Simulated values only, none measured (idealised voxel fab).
process module | voxel released beams
cross-section cut | 195 nm wide | cells 5 nm
A cross-section is a grid of square cells, given in bands from the top down. A band is one or more rows of cells.
Each band's line starts with the height of the band's top and of its bottom, in nm. Then come its materials from left to right, each with its width in nm. One material with "throughout" fills the band from edge to edge. "air" is empty space.
Height 0 is the level under which the wafer as received is all one material. The lowest band goes on downwards, as in "0 down".
A width such as "30 to 40" changes by the same amount from each row of cells to the next, from the band's top row to its bottom row.
"no change" after a step means that no cell of the cross-section changed.
closed voids: empty space of 8 cells or more with no open way to the top, each as width x height at its distance from the left edge, in nm
after a step's settings: what the simulator itself notes on the step
overlay nm, on a step with a mask: how far to the right of its planned place the mask lay; to the left if negative
plan
1 op RECEIVE | material Si
2 op CONFORMAL_DEP | material SiN | thk nm 5
3 op DIRECTIONAL_DEP | material SiO2 | thk nm 10
4 op MASKED_ETCH | tone open | mask id ANCHOR | width nm 45 | etch materials SiO2 | depth nm 10 | overlay nm 0
5 op CONFORMAL_DEP | material TiN | thk nm 15
6 op DIRECTIONAL_DEP | material aC | thk nm 10
7 op PATTERN | tone cover | mask id BEAM | material resist | width nm 120 | thk nm 30 | overlay nm 0
8 op DIRECTIONAL_ETCH | etch materials aC | depth nm 10
9 op STRIP | etch materials resist
10 op DIRECTIONAL_ETCH | etch materials TiN | depth nm 15
11 op STRIP | etch materials aC
12 op STRIP | etch materials SiO2
first wafer, as planned
as received, after step 1
  0 down: Si throughout
  closed voids: none
after step 2
  5 to 0: SiN throughout
  below 0: unchanged
after step 3
  15 to 5: SiO2 throughout
  below 5: unchanged
after step 4
  15 to 5: SiO2 40 | air 45 | SiO2 110
  below 5: unchanged
after step 5
  30 to 20: TiN 55 | air 15 | TiN 125
  20 to 15: TiN throughout
  15 to 5: SiO2 40 | TiN 45 | SiO2 110
  below 5: unchanged
after step 6
  40 to 30: aC 55 | air 15 | aC 125
  30 to 20: TiN 55 | aC 15 | TiN 125
  below 20: unchanged
after step 7
  70 to 40: air 35 | resist 120 | air 40
  40 to 30: aC 55 | resist 15 | aC 125
  below 30: unchanged
after step 8
  60 to 40: air 35 | resist 120 | air 40
  40 to 30: air 35 | aC 20 | resist 15 | aC 85 | air 40
  below 30: unchanged
after step 9
  40 to 30: air 35 | aC 20 | air 15 | aC 85 | air 40
  below 30: unchanged
after step 10
  40 to 30: air 35 | aC 20 | air 15 | aC 85 | air 40
  30 to 20: air 35 | TiN 20 | aC 15 | TiN 85 | air 40
  20 to 15: air 35 | TiN 120 | air 40
  below 15: unchanged
after step 11
  30 to 20: air 35 | TiN 20 | air 15 | TiN 85 | air 40
  below 20: unchanged
after step 12
  30 to 20: air 35 | TiN 20 | air 15 | TiN 85 | air 40
  20 to 15: air 35 | TiN 120 | air 40
  15 to 5: air 40 | TiN 45 | air 110
  below 5: unchanged
second wafer: like start, like plan, one mistake. Through step 4 it matches the first wafer
when step 5 should have ended
  45 to 15: TiN throughout
  15 to 5: SiO2 40 | TiN 45 | SiO2 110
  below 5: unchanged
when step 6 should have ended
  55 to 45: aC throughout
  below 45: unchanged
when step 7 should have ended
  85 to 55: air 35 | resist 120 | air 40
  below 55: unchanged
when step 8 should have ended
  75 to 55: air 35 | resist 120 | air 40
  55 to 45: air 35 | aC 120 | air 40
  below 45: unchanged
when step 9 should have ended
  55 to 45: air 35 | aC 120 | air 40
  below 45: unchanged
when step 10 should have ended
  55 to 45: air 35 | aC 120 | air 40
  45 to 30: air 35 | TiN 120 | air 40
  below 30: unchanged
when step 11 should have ended
  45 to 30: air 35 | TiN 120 | air 40
  below 30: unchanged
when step 12 should have ended: no change
what went wrong: step 5 was run twice
at the end the second wafer has, in cells: 60 more of SiO2 | 123 more of TiN
